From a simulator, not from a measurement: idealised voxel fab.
This is a process module. Its name is voxel capacitor over wiring.
Shown is cross-section cut, with a width of 255 nm and square cells of size 5 nm.
In this document a cross-section is written as a grid of square cells. It is given as a series of bands, listed from the top down, and a band is one or more rows of cells.
Quick guide to a band line: top height, bottom height (nm) up front; then every material left to right with its width in nm. Only one material and it's marked "all across"? Then it fills the band edge to edge. And "empty" just means empty space.
All heights in this document are referenced to 0, defined as the level beneath which the wafer, as received, consists entirely of one material. The lowest band is not bounded below; it extends indefinitely downward and is written in the form "0 down".
With a width like "30->40", each row of cells in the band differs from the next by the same amount, the top row carrying the first number and the bottom row the second.
"no modification" means the step left every cell of the cross-section as it was.
"Voids, fully enclosed" contains a list of empty spaces, each no smaller than 8 cells and without an open way to the top, written in the form width x height at distance with the distance from the left edge and all three in nm.
Step line, after settings: the simulator's comment on this step.
For masked steps, "overlay nm" on the step line gives how far right of plan the mask actually lay; a minus sign means it lay to the left.

### Listed below are the process steps as planned
| 1 | RECEIVE [material Si] |
| 2 | CONFORMAL_DEP [material SiO2] [thk nm 10] |
| 3 | CONFORMAL_DEP [material SiN] [thk nm 5] |
| 4 | DIRECTIONAL_DEP [material SiO2] [thk nm 20] |
| 5 | PATTERN [tone open] [mask id METAL_1] [material resist] [width nm 30] [pitch nm 80] [thk nm 15] [overlay nm 0] |
| 6 | DIRECTIONAL_ETCH [etch materials SiO2] [depth nm 20] |
| 7 | DIRECTIONAL_ETCH [etch materials SiN] [depth nm 5] |
| 8 | STRIP [etch materials resist] |
| 9 | CONFORMAL_DEP [material TiN] [thk nm 5] |
| 10 | FILL_DEP [material Ru] [thk nm 5] |
| 11 | CMP [height nm 35] |
| 12 | EPI [material Ru] [thk nm 5] |
| 13 | FILL_DEP [material SiCN] [thk nm 5] |
| 14 | DIRECTIONAL_DEP [material lowk] [thk nm 5] |
| 15 | PATTERN [tone open] [mask id PLUG_1] [material resist] [width nm 15] [thk nm 15] [overlay nm 0] |
| 16 | DIRECTIONAL_ETCH [etch materials lowk] [depth nm 10] |
| 17 | DIRECTIONAL_ETCH [etch materials SiCN] [depth nm 5] |
| 18 | STRIP [etch materials resist] |
| 19 | EPI [material Ru] [thk nm 10] |
| 20 | EPI [material Ru] [thk nm 5] |
| 21 | DIRECTIONAL_DEP [material TiN] [thk nm 5] |
| 22 | DIRECTIONAL_DEP [material SiN] [thk nm 5] |
| 23 | DIRECTIONAL_DEP [material TiN] [thk nm 10] |
| 24 | DIRECTIONAL_DEP [material aC] [thk nm 10] |
| 25 | PATTERN [tone cover] [mask id UPPER_PLATE] [material resist] [width nm 55] [thk nm 25] [overlay nm 0] |
| 26 | DIRECTIONAL_ETCH [etch materials aC] [depth nm 10] |
| 27 | STRIP [etch materials resist] |
| 28 | DIRECTIONAL_ETCH [etch materials TiN] [depth nm 10] |
| 29 | DIRECTIONAL_ETCH [etch materials SiN] [depth nm 5] |
| 30 | STRIP [etch materials aC] |
| 31 | PATTERN [tone cover] [mask id LOWER_PLATE] [material resist] [width nm 65] [thk nm 20] [overlay nm 0] |
| 32 | DIRECTIONAL_ETCH [etch materials TiN] [depth nm 5] |
| 33 | STRIP [etch materials resist] |
| 34 | FILL_DEP [material SiO2] [thk nm 15] |
| 35 | CMP [height nm 85] |
| 36 | DIRECTIONAL_DEP [material aC] [thk nm 10] |
| 37 | PATTERN [tone open] [mask id PLUG_2] [material resist] [width nm 15] [thk nm 30] [overlay nm 0] |
| 38 | DIRECTIONAL_ETCH [etch materials aC] [depth nm 10] |
| 39 | STRIP [etch materials resist] |
| 40 | DIRECTIONAL_ETCH [etch materials SiO2] [depth nm 10] |
| 41 | STRIP [etch materials aC] |
| 42 | CONFORMAL_DEP [material TiN] [thk nm 5] |
| 43 | FILL_DEP [material Ru] [thk nm 5] |
| 44 | CMP [height nm 85] |
| 45 | CONFORMAL_DEP [material SiN] [thk nm 5] |
The plan's step 14 thk nm is the first wafer's value; the wafers differ in this setting and start identical.

### First of several wafers, received after step 1, in cross-section
  0 down  Si all across
  Voids, fully enclosed: none

### First of several wafers: cross-section at the end of the module, after step 45, its last step
  90 to 85  SiN all across
  85 to 80  SiO2: 95 | TiN: 5 | Ru: 5 | TiN: 5 | SiO2: 145
  80 to 70  SiO2: 95->85 | TiN: 15->20 | SiO2: 145->150
  70 to 65  SiO2: 85 | TiN: 55 | SiO2: 115
  65 to 60  SiO2: 85 | SiN: 20 | TiN: 35 | SiO2: 115
  60 to 55  SiO2: 80 | TiN: 25 | SiN: 35 | SiO2: 115
  55 to 50  SiO2: 80 | Ru: 25 | TiN: 40 | SiO2: 110
  50 to 45  lowk: 85 | Ru: 15 | lowk: 155
  45 to 40  SiCN: 85 | Ru: 15 | SiCN: 155
  40 to 35  SiCN: 65 | Ru: 40 | SiCN: 40 | Ru: 40 | SiCN: 70
  35 to 15  SiO2: 70 | TiN: 5 | Ru: 20 | TiN: 5 | SiO2: 50 | TiN: 5 | Ru: 20 | TiN: 5 | SiO2: 75
  15 to 10  SiN: 70 | TiN: 30 | SiN: 50 | TiN: 30 | SiN: 75
  10 to 0  SiO2 all across
  0 down  Si all across
  Voids, fully enclosed: none

### Cross-sectional view, end of module, last wafer of several
  90 to 85  SiN all across
  85 to 80  SiO2: 95 | TiN: 45 | SiO2: 115
  80 to 75  SiO2: 85 | TiN: 15 | SiN: 40 | SiO2: 115
  75 to 70  SiO2: 80 | TiN: 65 | SiO2: 110
  70 to 65  lowk: 85 | SiN: 15 | lowk: 155
  65 to 60  lowk: 85 | TiN: 15 | lowk: 155
  60 to 45  lowk all across
  45 to 40  SiCN all across
  40 to 35  SiCN: 65 | Ru: 40 | SiCN: 40 | Ru: 40 | SiCN: 70
  35 to 15  SiO2: 70 | TiN: 5 | Ru: 20 | TiN: 5 | SiO2: 50 | TiN: 5 | Ru: 20 | TiN: 5 | SiO2: 75
  15 to 10  SiN: 70 | TiN: 30 | SiN: 50 | TiN: 30 | SiN: 75
  10 to 0  SiO2 all across
  0 down  Si all across
  Voids, fully enclosed: none

### Below: a row per wafer. Contents at end of module: for every material, cells gained since receipt (+) or lost since receipt (-); then closed voids
thk nm 5; +60 Ru; +83 SiCN; +101 SiN; +558 SiO2; +68 TiN; +48 lowk; Voids, fully enclosed: none
thk nm 10; +58 Ru; +83 SiCN; +101 SiN; +512 SiO2; +68 TiN; +96 lowk; Voids, fully enclosed: none
thk nm 15; +48 Ru; +86 SiCN; +101 SiN; +469 SiO2; +67 TiN; +147 lowk; Voids, fully enclosed: none
thk nm 20; +48 Ru; +86 SiCN; +101 SiN; +420 SiO2; +65 TiN; +198 lowk; Voids, fully enclosed: none
thk nm 25; +48 Ru; +86 SiCN; +101 SiN; +378 SiO2; +56 TiN; +249 lowk; Voids, fully enclosed: none
